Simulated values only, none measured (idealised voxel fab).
Process module under the name voxel double patterning
Section shown: cut. Width: 275 nm. Cell size: 5 nm, square.
If you're reading a cross-section in this doc, picture square cells in a grid; it comes to you as bands, top ones listed first down to the bottom, and a band can be one or more rows of cells.
What a band's entry tells you: where the top is and where the bottom is, as heights in nm, and after that what lies inside, material by material from left to right, each with its width in nm. Empty space is written as the word "empty", and a single material marked with the word "full width" occupies the band from edge to edge.
Measure heights from 0. That's the level where, below it, the as-received wafer is all one material. The lowest band is bottomless and extends downward; write it as in "0..down".
A width such as "30 to 40" changes by the same amount from each row of cells to the next, from the band's top row to its bottom row.
Where a step carries "remained unchanged", the cross-section came out of it unchanged, cell for cell.
Empty spaces counting at least 8 cells and having no open way to the top are listed in "Enclosed cavities". The notation width x height at distance is used for each, the distance being from the left edge and all three values in nm.
Formally, on a step line, whatever follows the settings is a remark that the simulator itself makes on the step.
"overlay nm", when on a step's line for a step with a mask, measures how far to the right of its planned place the mask lay; a negative measure means to the left.
# Process steps (planned)
| 1 | RECEIVE, material Si |
| 2 | CONFORMAL_DEP, material SiO2, thk nm 10 |
| 3 | DIRECTIONAL_DEP, material polySi, thk nm 15 |
| 4 | DIRECTIONAL_DEP, material SiCN, thk nm 5 |
| 5 | MASKED_ETCH, tone open, mask id FIRST, width nm 15, pitch nm 50, etch materials SiCN, depth nm 5, overlay nm 0 |
| 6 | DIRECTIONAL_DEP, material aC, thk nm 10 |
| 7 | PATTERN, tone open, mask id SECOND, material resist, width nm 15, pitch nm 50, thk nm 25, overlay nm 0 |
| 8 | DIRECTIONAL_ETCH, etch materials aC, depth nm 10 |
| 9 | STRIP, etch materials resist |
| 10 | DIRECTIONAL_ETCH, etch materials SiCN, depth nm 5 |
| 11 | STRIP, etch materials aC |
| 12 | DIRECTIONAL_ETCH, etch materials polySi, depth nm 15 |
| 13 | STRIP, etch materials SiCN |
# Account of the first of two wafers, which was processed as intended
# Received-state cross-section, reflecting completion of step 1
- 0..down: Si full width
- Enclosed cavities: none
# After step 2, in cross-section
- 10..0: SiO2 full width
- Below 0, the layers are the same as they were.
# After step 3, in cross-section
- 25..10: polySi full width
- Below 10, the layers are the same as they were.
# After step 4, in cross-section
- 30..25: SiCN full width
- Below 25, the layers are the same as they were.
# After step 5, in cross-section
- 30..25: 80 SiCN, 15 empty, 35 SiCN, 15 empty, 35 SiCN, 15 empty, 80 SiCN
- Below 25, the layers are the same as they were.
# After step 6, in cross-section
- 40..35: 80 aC, 15 empty, 35 aC, 15 empty, 35 aC, 15 empty, 80 aC
- 35..30: aC full width
- 30..25: 80 SiCN, 15 aC, 35 SiCN, 15 aC, 35 SiCN, 15 aC, 80 SiCN
- Below 25, the layers are the same as they were.
# After step 7, in cross-section
- 65..40: 105 resist, 15 empty, 35 resist, 15 empty, 105 resist
- 40..35: 80 aC, 15 resist, 35 aC, 15 resist, 35 aC, 15 resist, 80 aC
- Below 35, the layers are the same as they were.
# After step 8, in cross-section
- 55..40: 105 resist, 15 empty, 35 resist, 15 empty, 105 resist
- 40..35: 80 aC, 15 resist, 10 aC, 15 empty, 10 aC, 15 resist, 10 aC, 15 empty, 10 aC, 15 resist, 80 aC
- 35..30: 105 aC, 15 empty, 35 aC, 15 empty, 105 aC
- Below 30, the layers are the same as they were.
# After step 9, in cross-section
- 40..35: 80 aC, 15 empty, 10 aC, 15 empty, 10 aC, 15 empty, 10 aC, 15 empty, 10 aC, 15 empty, 80 aC
- Below 35, the layers are the same as they were.
# After step 10, in cross-section
- 40..35: 80 aC, 15 empty, 10 aC, 15 empty, 10 aC, 15 empty, 10 aC, 15 empty, 10 aC, 15 empty, 80 aC
- 35..30: 105 aC, 15 empty, 35 aC, 15 empty, 105 aC
- 30..25: 80 SiCN, 15 aC, 10 SiCN, 15 empty, 10 SiCN, 15 aC, 10 SiCN, 15 empty, 10 SiCN, 15 aC, 80 SiCN
- Below 25, the layers are the same as they were.
# After step 11, in cross-section
- 30..25: 80 SiCN, 15 empty, 10 SiCN, 15 empty, 10 SiCN, 15 empty, 10 SiCN, 15 empty, 10 SiCN, 15 empty, 80 SiCN
- Below 25, the layers are the same as they were.
# After step 12, in cross-section
- 30..25: 80 SiCN, 15 empty, 10 SiCN, 15 empty, 10 SiCN, 15 empty, 10 SiCN, 15 empty, 10 SiCN, 15 empty, 80 SiCN
- 25..10: 80 polySi, 15 empty, 10 polySi, 15 empty, 10 polySi, 15 empty, 10 polySi, 15 empty, 10 polySi, 15 empty, 80 polySi
- Below 10, the layers are the same as they were.
# After step 13, in cross-section
- 25..10: 80 polySi, 15 empty, 10 polySi, 15 empty, 10 polySi, 15 empty, 10 polySi, 15 empty, 10 polySi, 15 empty, 80 polySi
- Below 10, the layers are the same as they were.
# Second wafer, same starting state and plan as the first, one mistake in the run, identical through step 4
# Cross-section of the second wafer when, according to plan, step 5 should have finished
- 30..25: 75 SiCN, 15 empty, 35 SiCN, 15 empty, 35 SiCN, 15 empty, 85 SiCN
- Below 25, the layers are the same as they were.
# Cross-section of the second wafer when, according to plan, step 6 should have finished
- 40..35: 75 aC, 15 empty, 35 aC, 15 empty, 35 aC, 15 empty, 85 aC
- 35..30: aC full width
- 30..25: 75 SiCN, 15 aC, 35 SiCN, 15 aC, 35 SiCN, 15 aC, 85 SiCN
- Below 25, the layers are the same as they were.
# Cross-section of the second wafer when, according to plan, step 7 should have finished
- 65..40: 105 resist, 15 empty, 35 resist, 15 empty, 105 resist
- 40..35: 75 aC, 15 resist, 35 aC, 15 resist, 35 aC, 15 resist, 85 aC
- Below 35, the layers are the same as they were.
# Cross-section of the second wafer when, according to plan, step 8 should have finished
- 55..40: 105 resist, 15 empty, 35 resist, 15 empty, 105 resist
- 40..35: 75 aC, 15 resist, 15 aC, 15 empty, 5 aC, 15 resist, 15 aC, 15 empty, 5 aC, 15 resist, 85 aC
- 35..30: 105 aC, 15 empty, 35 aC, 15 empty, 105 aC
- Below 30, the layers are the same as they were.
# Cross-section of the second wafer when, according to plan, step 9 should have finished
- 40..35: 75 aC, 15 empty, 15 aC, 15 empty, 5 aC, 15 empty, 15 aC, 15 empty, 5 aC, 15 empty, 85 aC
- Below 35, the layers are the same as they were.
# Cross-section of the second wafer when, according to plan, step 10 should have finished
- 40..35: 75 aC, 15 empty, 15 aC, 15 empty, 5 aC, 15 empty, 15 aC, 15 empty, 5 aC, 15 empty, 85 aC
- 35..30: 105 aC, 15 empty, 35 aC, 15 empty, 105 aC
- 30..25: 75 SiCN, 15 aC, 15 SiCN, 15 empty, 5 SiCN, 15 aC, 15 SiCN, 15 empty, 5 SiCN, 15 aC, 85 SiCN
- Below 25, the layers are the same as they were.
# Cross-section of the second wafer when, according to plan, step 11 should have finished
- 30..25: 75 SiCN, 15 empty, 15 SiCN, 15 empty, 5 SiCN, 15 empty, 15 SiCN, 15 empty, 5 SiCN, 15 empty, 85 SiCN
- Below 25, the layers are the same as they were.
# Cross-section of the second wafer when, according to plan, step 12 should have finished
- 30..25: 75 SiCN, 15 empty, 15 SiCN, 15 empty, 5 SiCN, 15 empty, 15 SiCN, 15 empty, 5 SiCN, 15 empty, 85 SiCN
- 25..10: 75 polySi, 15 empty, 15 polySi, 15 empty, 5 polySi, 15 empty, 15 polySi, 15 empty, 5 polySi, 15 empty, 85 polySi
- Below 10, the layers are the same as they were.
# Cross-section of the second wafer when, according to plan, step 13 should have finished
- 25..10: 75 polySi, 15 empty, 15 polySi, 15 empty, 5 polySi, 15 empty, 15 polySi, 15 empty, 5 polySi, 15 empty, 85 polySi
- Below 10, the layers are the same as they were.
Run error: off-plan run, step 5, actual operation and settings MASKED_ETCH, tone open, mask id FIRST, width nm 15, pitch nm 50, etch materials SiCN, depth nm 5, overlay nm -5
At the end, each material covers as many cells on the second wafer as it does on the first, though the cells it covers are elsewhere.
